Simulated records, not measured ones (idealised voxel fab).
The following process module bears the name voxel self aligned vias.
cross-section cut | 175 nm wide | cells 5 nm
Heads up, the way a cross-section reads in here is a grid of square cells, handed over as bands from the top down, with every band being one or more rows of cells.
Band: top and bottom heights (nm) first, top before bottom; then materials from left to right, widths in nm. "edge to edge" marks a sole material filling the band edge to edge. "air" denotes empty space.
Zero point of the height axis is 0; under it, received wafer = one material. Lowest band: continues down indefinitely, "0 and below".
Think of "30 to 40" as a width that walks from the first number to the second as you go down the band, top row to bottom row, taking equal-sized steps from row to row.
Step note "no modification" = no cross-section cell changed.
Closed empty spaces (no open way to the top) of 8 cells or more are what "Voids, fully enclosed" lists, each as width x height at distance from the left edge, nm for all three.
On a step's line, text after the settings is the simulator commenting on that step.
The line of a step may include "overlay nm". On a step with a mask, this value is how far to the right of its planned place the mask lay. A negative value means the mask lay to the left.
-- Listed below are the process steps as planned
| 1 | RECEIVE [material Si] |
| 2 | CONFORMAL_DEP [material SiO2] [thk nm 10] |
| 3 | CONFORMAL_DEP [material SiCN] [thk nm 5] |
| 4 | DIRECTIONAL_DEP [material SiO2] [thk nm 25] |
| 5 | PATTERN [tone open] [mask id LINES] [material resist] [width nm 30] [pitch nm 65] [thk nm 20] [overlay nm 0] |
| 6 | DIRECTIONAL_ETCH [etch materials SiO2] [depth nm 25] |
| 7 | STRIP [etch materials resist] |
| 8 | CONFORMAL_DEP [material TiN] [thk nm 5] |
| 9 | FILL_DEP [material W] [thk nm 10] |
| 10 | CMP [height nm 40] |
| 11 | SELECTIVE_ETCH [etch materials W Ru TiN] [depth nm 10] |
| 12 | FILL_DEP [material SiN] [thk nm 10] |
| 13 | CMP [height nm 40] |
| 14 | DIRECTIONAL_DEP [material SiO2] [thk nm 15] |
| 15 | DIRECTIONAL_DEP [material aC] [thk nm 10] |
| 16 | PATTERN [tone open] [mask id VIAS] [material resist] [width nm 50] [thk nm 25] [overlay nm 0] |
| 17 | DIRECTIONAL_ETCH [etch materials aC] [depth nm 10] |
| 18 | STRIP [etch materials resist] |
| 19 | DIRECTIONAL_ETCH [etch materials SiO2] [depth nm 15] |
| 20 | DIRECTIONAL_ETCH [etch materials SiN] [depth nm 10] |
| 21 | STRIP [etch materials aC] |
| 22 | CONFORMAL_DEP [material TiN] [thk nm 5] |
| 23 | FILL_DEP [material Ru] [thk nm 10] |
| 24 | CMP [height nm 55] |
| 25 | CONFORMAL_DEP [material SiN] [thk nm 5] |
-- Received-state cross-section, reflecting completion of step 1
- 0 and below  Si edge to edge
- Voids, fully enclosed: none
-- Final wafer profile in cross-section after the module, from the same start and plan as above, with one mistake made during processing
- 60 down to 55  SiN edge to edge
- 55 down to 40  30 SiO2, then 5 TiN, then 40 Ru, then 5 TiN, then 95 SiO2
- 40 down to 35  30 SiN, then 5 TiN, then 40 Ru, then 5 TiN, then 95 SiN
- 35 down to 30  30 SiN, then 50 TiN, then 95 SiN
- 30 down to 10  40 SiO2, then 5 TiN, then 20 W, then 5 TiN, then 35 SiO2, then 5 TiN, then 20 W, then 5 TiN, then 40 SiO2
- 10 down to 5  40 SiO2, then 30 TiN, then 35 SiO2, then 30 TiN, then 40 SiO2
- 5 down to 0  SiCN edge to edge
- 0 and below  Si edge to edge
- Voids, fully enclosed: none
In executing the process, a mistake was made relative to the plan: the run left out plan step 2 entirely, so it was never executed
